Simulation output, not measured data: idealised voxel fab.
process module | voxel air gaps
cross-section cut | 255 nm wide | cells 5 nm
A cross-section is a grid of square cells, given in bands from the top down. A band is one or more rows of cells.
Each band's line starts with the height of the band's top and of its bottom, in nm. Then come its materials from left to right, each with its width in nm. One material with "throughout" fills the band from edge to edge. "air" is empty space.
Height 0 is the level under which the wafer as received is all one material. The lowest band goes on downwards, as in "0 down".
A width such as "30 to 40" changes by the same amount from each row of cells to the next, from the band's top row to its bottom row.
"no change" after a step means that no cell of the cross-section changed.
closed voids: empty space of 8 cells or more with no open way to the top, each as width x height at its distance from the left edge, in nm
after a step's settings: what the simulator itself notes on the step
overlay nm, on a step with a mask: how far to the right of its planned place the mask lay; to the left if negative
plan
1 op RECEIVE | material Si
2 op CONFORMAL_DEP | material SiO2 | thk nm 10
3 op CONFORMAL_DEP | material SiN | thk nm 5
4 op DIRECTIONAL_DEP | material lowk | thk nm 40
5 op PATTERN | tone open | mask id LINES | material resist | width nm 15 | pitch nm 40 | thk nm 15 | overlay nm 0
6 op DIRECTIONAL_ETCH | etch materials lowk | depth nm 40
7 op STRIP | etch materials resist
8 op CONFORMAL_DEP | material TiN | thk nm 5
9 op FILL_DEP | material Cu | thk nm 5
10 op CMP | height nm 55
11 op EPI | material Ru | thk nm 10
12 op SELECTIVE_ETCH | etch materials lowk | depth nm 50
13 op CONFORMAL_DEP | material SiN | thk nm 5
as received, after step 1
  0 down: Si throughout
  closed voids: none
a wafer at the end: this start, this plan, one mistake
  65 to 55: air 50 | Ru 35 | air 5 | Ru 35 | air 5 | Ru 35 | air 5 | Ru 35 | air 50
  55 to 20: air 60 | TiN 5 | Cu 5 | TiN 5 | air 25 | TiN 5 | Cu 5 | TiN 5 | air 25 | TiN 5 | Cu 5 | TiN 5 | air 25 | TiN 5 | Cu 5 | TiN 5 | air 60
  20 to 15: air 60 | TiN 15 | air 25 | TiN 15 | air 25 | TiN 15 | air 25 | TiN 15 | air 60
  15 to 10: SiN throughout
  10 to 0: SiO2 throughout
  0 down: Si throughout
  closed voids: none
what went wrong: step 13 was left out
